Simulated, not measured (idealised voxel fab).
The following process module bears the name voxel self aligned vias.
Cross-section cut spans 140 nm and uses square cells 5 nm in size.
A cross-section is written here as square cells arranged in a grid, and it is given in bands from the top down, each band taking up one or more rows of cells. Per band: top height and bottom height in nm, followed by the left-to-right materials and their widths in nm; "full width" marks a single material spanning edge to edge, "air" marks empty space. Beneath 0, the wafer as received is one material, and that level is where height counting begins. The lowest band goes on downward without a bottom; it is written like "0..down". Top row gets the first number, bottom row gets the second, and each row in between changes by the same step: that is how a band width like "30->40" works. Step note "nothing changed" = no cross-section cell changed. This entry, "Sealed cavities", enumerates those empty regions of no fewer than 8 cells that possess no open connection to the top. Each region is reported in the form width x height at distance, the distance being taken from the left edge, with all three quantities expressed in nm. The remark found on a step's line after its settings is issued by the simulator itself and pertains to that step. "overlay nm", when on a step's line for a step with a mask, measures how far to the right of its planned place the mask lay; a negative measure means to the left.
So here's the lineup of process steps we planned:
1,op RECEIVE | material Si
2,op CONFORMAL_DEP | material SiO2 | thk nm 15
3,op CONFORMAL_DEP | material SiCN | thk nm 5
4,op DIRECTIONAL_DEP | material SiO2 | thk nm 20
5,op MASKED_ETCH | tone open | mask id LINES | width nm 25 | pitch nm 50 | etch materials SiO2 | depth nm 20 | overlay nm 0
6,op CONFORMAL_DEP | material TiN | thk nm 5
7,op FILL_DEP | material W | thk nm 10
8,op CMP | height nm 40
9,op SELECTIVE_ETCH | etch materials W Ru TiN | depth nm 10
10,op FILL_DEP | material SiN | thk nm 5
11,op CMP | height nm 40
12,op DIRECTIONAL_DEP | material SiO2 | thk nm 15
13,op PATTERN | tone open | mask id VIAS | material resist | width nm 35 | thk nm 20 | overlay nm 0
14,op DIRECTIONAL_ETCH | etch materials SiO2 | depth nm 15
15,op DIRECTIONAL_ETCH | etch materials SiN | depth nm 10
16,op STRIP | etch materials resist
17,op CONFORMAL_DEP | material TiN | thk nm 5
18,op FILL_DEP | material Cu | thk nm 10
19,op CMP | height nm 55
20,op CONFORMAL_DEP | material SiN | thk nm 5
As-received wafer cross-section (after step 1):
> 0..down | Si full width
> Sealed cavities: none
Post-module cross-section of the first of two wafers (run per plan):
> 60..55 | SiN full width
> 55..45 | 25 of SiO2  5 of TiN  25 of Cu  5 of TiN  80 of SiO2
> 45..40 | 25 of SiO2  10 of TiN  15 of Cu  10 of TiN  80 of SiO2
> 40..35 | 30 of SiO2  5 of TiN  15 of Cu  5 of TiN  25 of SiO2  25 of SiN  35 of SiO2
> 35..30 | 30 of SiO2  25 of TiN  25 of SiO2  25 of SiN  35 of SiO2
> 30..25 | 30 of SiO2  5 of TiN  15 of W  5 of TiN  25 of SiO2  5 of TiN  15 of W  5 of TiN  35 of SiO2
> 25..20 | 30 of SiO2  25 of TiN  25 of SiO2  25 of TiN  35 of SiO2
> 20..15 | SiCN full width
> 15..0 | SiO2 full width
> 0..down | Si full width
> Sealed cavities: none
This cross-section belongs to the second wafer of two at the end of the module; the start and the plan were shared with the first, and the run included one mistake:
> 60..55 | Ru full width
> 55..45 | 25 of SiO2  5 of TiN  25 of Cu  5 of TiN  80 of SiO2
> 45..40 | 25 of SiO2  10 of TiN  15 of Cu  10 of TiN  80 of SiO2
> 40..35 | 30 of SiO2  5 of TiN  15 of Cu  5 of TiN  25 of SiO2  25 of SiN  35 of SiO2
> 35..30 | 30 of SiO2  25 of TiN  25 of SiO2  25 of SiN  35 of SiO2
> 30..25 | 30 of SiO2  5 of TiN  15 of W  5 of TiN  25 of SiO2  5 of TiN  15 of W  5 of TiN  35 of SiO2
> 25..20 | 30 of SiO2  25 of TiN  25 of SiO2  25 of TiN  35 of SiO2
> 20..15 | SiCN full width
> 15..0 | SiO2 full width
> 0..down | Si full width
> Sealed cavities: none
what went wrong: step 20 was run on a setting that differed from the plan, and what really ran there is op CONFORMAL_DEP | material Ru | thk nm 5
Wafer comparison, final, in cells, second relative to first, materials more or fewer: +28 Ru | -28 SiN
